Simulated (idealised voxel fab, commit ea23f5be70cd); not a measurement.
Documented hereafter: the process module known as voxel self aligned vias.
The width of the displayed cross-section, cut, is 145 nm; its cells are square, with a size of 5 nm.
A cross-section is written here as square cells arranged in a grid, and it is given in bands from the top down, each band taking up one or more rows of cells.
Basically the band line says how high the top is and how high the bottom is, in nm, and then what's in it from left to right, every material with its width in nm. Empty space shows up as "blank", and if a single material carries "full width" it runs the full band edge to edge.
Below 0: as-received wafer, all one material; heights counted from there. Lowest band: no bottom, goes on down, written "0 and below".
The two numbers in a width such as "30..40" mark its ends across the band: the first belongs to the top row of cells, the second to the bottom row, and from each row to the next the width moves by the same amount.
For the purposes of this document, the phrase "no change" attached to a step denotes that no cell within the cross-section was modified by that step.
Each empty space that has no open way to the top and spans at least 8 cells appears under "Listed closed voids" as width x height at distance, the distance counted from the left edge, all in nm.
If you see something after the settings on a step's line, that's the simulator's own remark about that step.
overlay nm, on a step with a mask: how far to the right of its planned place the mask lay; to the left if negative

### Here's what the planned process steps look like
1) op RECEIVE | material Si
2) op CONFORMAL_DEP | material SiO2 | thk nm 15
3) op CONFORMAL_DEP | material SiCN | thk nm 5
4) op DIRECTIONAL_DEP | material SiO2 | thk nm 20
5) op DIRECTIONAL_DEP | material aC | thk nm 15
6) op PATTERN | tone open | mask id LINES | material resist | width nm 25 | pitch nm 65 | thk nm 35 | overlay nm -10
7) op DIRECTIONAL_ETCH | etch materials aC | depth nm 15
8) op STRIP | etch materials resist
9) op DIRECTIONAL_ETCH | etch materials SiO2 | depth nm 20
10) op STRIP | etch materials aC
11) op CONFORMAL_DEP | material TiN | thk nm 5
12) op FILL_DEP | material Ru | thk nm 5
13) op CMP | height nm 40
14) op SELECTIVE_ETCH | etch materials W Ru TiN | depth nm 5
15) op FILL_DEP | material SiN | thk nm 5
16) op CMP | height nm 40
17) op DIRECTIONAL_DEP | material SiO2 | thk nm 20
18) op DIRECTIONAL_DEP | material aC | thk nm 10
19) op PATTERN | tone open | mask id VIAS | material resist | width nm 45 | thk nm 25 | overlay nm 0
20) op DIRECTIONAL_ETCH | etch materials aC | depth nm 10
21) op STRIP | etch materials resist
22) op DIRECTIONAL_ETCH | etch materials SiO2 | depth nm 20
23) op DIRECTIONAL_ETCH | etch materials SiN | depth nm 5
24) op STRIP | etch materials aC
25) op CONFORMAL_DEP | material TiN | thk nm 5
26) op FILL_DEP | material W | thk nm 10
27) op CMP | height nm 60
28) op CONFORMAL_DEP | material SiN | thk nm 5
The value of overlay nm given for step 6 in the plan refers to the first wafer; the wafers vary in this setting and are alike at the start.

### The as-received cross-section of the first of several wafers corresponds to the state after step 1
- 0 and below  Si full width
- Listed closed voids: none

### Depicted here is the first of several wafers in cross-section, at module completion following the last step, step 28
- 65 down to 60  SiN full width
- 60 down to 45  SiO2: 15; TiN: 5; W: 35; TiN: 5; SiO2: 85
- 45 down to 40  SiO2: 15; TiN: 5; W: 15; TiN: 25; SiO2: 85
- 40 down to 35  SiO2: 15; TiN: 25; SiO2: 40; SiN: 25; SiO2: 40
- 35 down to 25  SiO2: 15; TiN: 5; Ru: 15; TiN: 5; SiO2: 40; TiN: 5; Ru: 15; TiN: 5; SiO2: 40
- 25 down to 20  SiO2: 15; TiN: 25; SiO2: 40; TiN: 25; SiO2: 40
- 20 down to 15  SiCN full width
- 15 down to 0  SiO2 full width
- 0 and below  Si full width
- Listed closed voids: none

### Cross-sectional depiction of the last of several wafers upon completion of the module
- 65 down to 60  SiN full width
- 60 down to 45  SiO2: 15; TiN: 5; W: 35; TiN: 5; SiO2: 85
- 45 down to 40  SiO2: 15; TiN: 30; W: 10; TiN: 5; SiO2: 85
- 40 down to 35  SiO2: 40; TiN: 20; SiN: 5; SiO2: 40; SiN: 25; SiO2: 15
- 35 down to 25  SiO2: 40; TiN: 5; Ru: 15; TiN: 5; SiO2: 40; TiN: 5; Ru: 15; TiN: 5; SiO2: 15
- 25 down to 20  SiO2: 40; TiN: 25; SiO2: 40; TiN: 25; SiO2: 15
- 20 down to 15  SiCN full width
- 15 down to 0  SiO2 full width
- 0 and below  Si full width
- Listed closed voids: none

### Tabulated below, wafer by wafer, are the end-of-module results: for each material, the number of cells gained (+) or lost (-) relative to the as-received state, followed by the closed voids
overlay nm -10 | +12 Ru | +29 SiCN | +34 SiN | +243 SiO2 | +35 TiN | +24 W | Listed closed voids: none
overlay nm -5 | +12 Ru | +29 SiCN | +34 SiN | +243 SiO2 | +35 TiN | +24 W | Listed closed voids: none
overlay nm 0 | +12 Ru | +29 SiCN | +34 SiN | +243 SiO2 | +35 TiN | +24 W | Listed closed voids: none
overlay nm 5 | +12 Ru | +29 SiCN | +34 SiN | +243 SiO2 | +35 TiN | +24 W | Listed closed voids: none
overlay nm 10 | +12 Ru | +29 SiCN | +34 SiN | +243 SiO2 | +35 TiN | +24 W | Listed closed voids: none
overlay nm 15 | +12 Ru | +29 SiCN | +35 SiN | +243 SiO2 | +35 TiN | +23 W | Listed closed voids: none
